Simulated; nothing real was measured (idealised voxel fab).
process module | voxel wiring stack
cross-section cut | 220 nm wide | cells 5 nm
A cross-section is a grid of square cells, given in bands from the top down. A band is one or more rows of cells.
Each band's line starts with the height of the band's top and of its bottom, in nm. Then come its materials from left to right, each with its width in nm. One material with "throughout" fills the band from edge to edge. "air" is empty space.
Height 0 is the level under which the wafer as received is all one material. The lowest band goes on downwards, as in "0 down".
A width such as "30 to 40" changes by the same amount from each row of cells to the next, from the band's top row to its bottom row.
"no change" after a step means that no cell of the cross-section changed.
closed voids: empty space of 8 cells or more with no open way to the top, each as width x height at its distance from the left edge, in nm
after a step's settings: what the simulator itself notes on the step
overlay nm, on a step with a mask: how far to the right of its planned place the mask lay; to the left if negative
plan
1 op RECEIVE | material Si
2 op CONFORMAL_DEP | material SiO2 | thk nm 15
3 op DIRECTIONAL_DEP | material TiN | thk nm 5
4 op DIRECTIONAL_DEP | material W | thk nm 15
5 op DIRECTIONAL_DEP | material aC | thk nm 10
6 op PATTERN | tone cover | mask id METAL_1 | material resist | width nm 20 | pitch nm 50 | thk nm 25 | overlay nm 0
7 op DIRECTIONAL_ETCH | etch materials aC | depth nm 10
8 op STRIP | etch materials resist
9 op DIRECTIONAL_ETCH | etch materials W | depth nm 15
10 op DIRECTIONAL_ETCH | etch materials TiN | depth nm 5
11 op STRIP | etch materials aC
12 op CONFORMAL_DEP | material SiN | thk nm 5
13 op FILL_DEP | material SiO2 | thk nm 10
14 op CMP | height nm 35
15 op CONFORMAL_DEP | material SiCN | thk nm 5
16 op DIRECTIONAL_DEP | material lowk | thk nm 10
17 op DIRECTIONAL_DEP | material aC | thk nm 15
18 op PATTERN | tone open | mask id PLUG_1 | material resist | width nm 15 | pitch nm 50 | thk nm 30 | overlay nm 0
19 op DIRECTIONAL_ETCH | etch materials aC | depth nm 15
20 op STRIP | etch materials resist
21 op DIRECTIONAL_ETCH | etch materials lowk | depth nm 10
22 op DIRECTIONAL_ETCH | etch materials SiCN | depth nm 5
23 op STRIP | etch materials aC
24 op EPI | material Ru | thk nm 10
25 op EPI | material Ru | thk nm 5
26 op CONFORMAL_DEP | material SiCN | thk nm 5
27 op DIRECTIONAL_DEP | material SiO2 | thk nm 25
28 op MASKED_ETCH | tone open | mask id METAL_2 | width nm 20 | pitch nm 50 | etch materials SiO2 | depth nm 25 | overlay nm 0
29 op MASKED_ETCH | tone open | mask id METAL_2 | width nm 20 | pitch nm 50 | etch materials SiCN | depth nm 5 | overlay nm 0
30 op CONFORMAL_DEP | material TiN | thk nm 5
31 op FILL_DEP | material W | thk nm 10
32 op CMP | height nm 80
33 op CONFORMAL_DEP | material SiCN | thk nm 5
34 op DIRECTIONAL_DEP | material SiO2 | thk nm 10
35 op DIRECTIONAL_DEP | material aC | thk nm 15
36 op PATTERN | tone open | mask id PLUG_2 | material resist | width nm 15 | pitch nm 50 | thk nm 30 | overlay nm 0
37 op DIRECTIONAL_ETCH | etch materials aC | depth nm 15
38 op STRIP | etch materials resist
39 op DIRECTIONAL_ETCH | etch materials SiO2 | depth nm 10
40 op DIRECTIONAL_ETCH | etch materials SiCN | depth nm 5
41 op STRIP | etch materials aC
42 op EPI | material Ru | thk nm 10
43 op EPI | material Ru | thk nm 5
44 op DIRECTIONAL_DEP | material TiN | thk nm 5
45 op DIRECTIONAL_DEP | material Ru | thk nm 20
46 op MASKED_ETCH | tone cover | mask id METAL_3 | width nm 20 | pitch nm 50 | etch materials Ru | depth nm 20 | overlay nm 0
47 op MASKED_ETCH | tone cover | mask id METAL_3 | width nm 20 | pitch nm 50 | etch materials TiN | depth nm 5 | overlay nm 0
48 op CONFORMAL_DEP | material SiCN | thk nm 5
49 op FILL_DEP | material SiO2 | thk nm 10
50 op CMP | height nm 120
51 op CONFORMAL_DEP | material SiN | thk nm 5
as received, after step 1
  0 down: Si throughout
  closed voids: none
first wafer at the end, as planned
  125 to 120: SiN throughout
  120 to 100: SiO2 70 | SiCN 5 | Ru 20 | SiCN 5 | SiO2 20 | SiCN 5 | Ru 20 | SiCN 5 | SiO2 70
  100 to 95: SiCN 75 | TiN 20 | SiCN 30 | TiN 20 | SiCN 75
  95 to 85: SiO2 75 | Ru 15 | SiO2 35 | Ru 15 | SiO2 80
  85 to 80: SiCN 75 | Ru 15 | SiCN 35 | Ru 15 | SiCN 80
  80 to 55: SiO2 75 | TiN 5 | W 10 | TiN 5 | SiO2 30 | TiN 5 | W 10 | TiN 5 | SiO2 75
  55 to 50: SiCN 75 | TiN 20 | SiCN 30 | TiN 20 | SiCN 75
  50 to 40: lowk 75 | Ru 15 | lowk 35 | Ru 15 | lowk 80
  40 to 35: SiCN 75 | Ru 15 | SiCN 35 | Ru 15 | SiCN 80
  35 to 20: SiO2 70 | SiN 5 | W 20 | SiN 5 | SiO2 20 | SiN 5 | W 20 | SiN 5 | SiO2 70
  20 to 15: SiN 75 | TiN 20 | SiN 30 | TiN 20 | SiN 75
  15 to 0: SiO2 throughout
  0 down: Si throughout
  closed voids: none
second wafer at the end: like start, like plan, one mistake
  125 to 120: SiN throughout
  120 to 100: SiO2 70 | SiCN 5 | Ru 20 | SiCN 5 | SiO2 20 | SiCN 5 | Ru 20 | SiCN 5 | SiO2 70
  100 to 95: SiCN 75 | TiN 20 | SiCN 30 | TiN 20 | SiCN 75
  95 to 85: SiO2 75 | Ru 15 | SiO2 35 | Ru 15 | SiO2 80
  85 to 80: SiCN 75 | Ru 15 | SiCN 35 | Ru 15 | SiCN 80
  80 to 55: SiO2 75 | TiN 5 | W 10 | TiN 5 | SiO2 30 | TiN 5 | W 10 | TiN 5 | SiO2 75
  55 to 50: SiCN 75 | TiN 20 | SiCN 30 | TiN 20 | SiCN 75
  50 to 40: lowk 85 | Ru 15 | lowk 35 | Ru 15 | lowk 70
  40 to 35: SiCN 85 | Ru 15 | SiCN 35 | Ru 15 | SiCN 70
  35 to 20: SiO2 70 | SiN 5 | W 20 | SiN 5 | SiO2 20 | SiN 5 | W 20 | SiN 5 | SiO2 70
  20 to 15: SiN 75 | TiN 20 | SiN 30 | TiN 20 | SiN 75
  15 to 0: SiO2 throughout
  0 down: Si throughout
  closed voids: none
what went wrong: step 18 ran as: op PATTERN | tone open | mask id PLUG_1 | material resist | width nm 15 | pitch nm 50 | thk nm 30 | overlay nm 10
at the end the second wafer has, in cells: as many of each material as the first, in other places
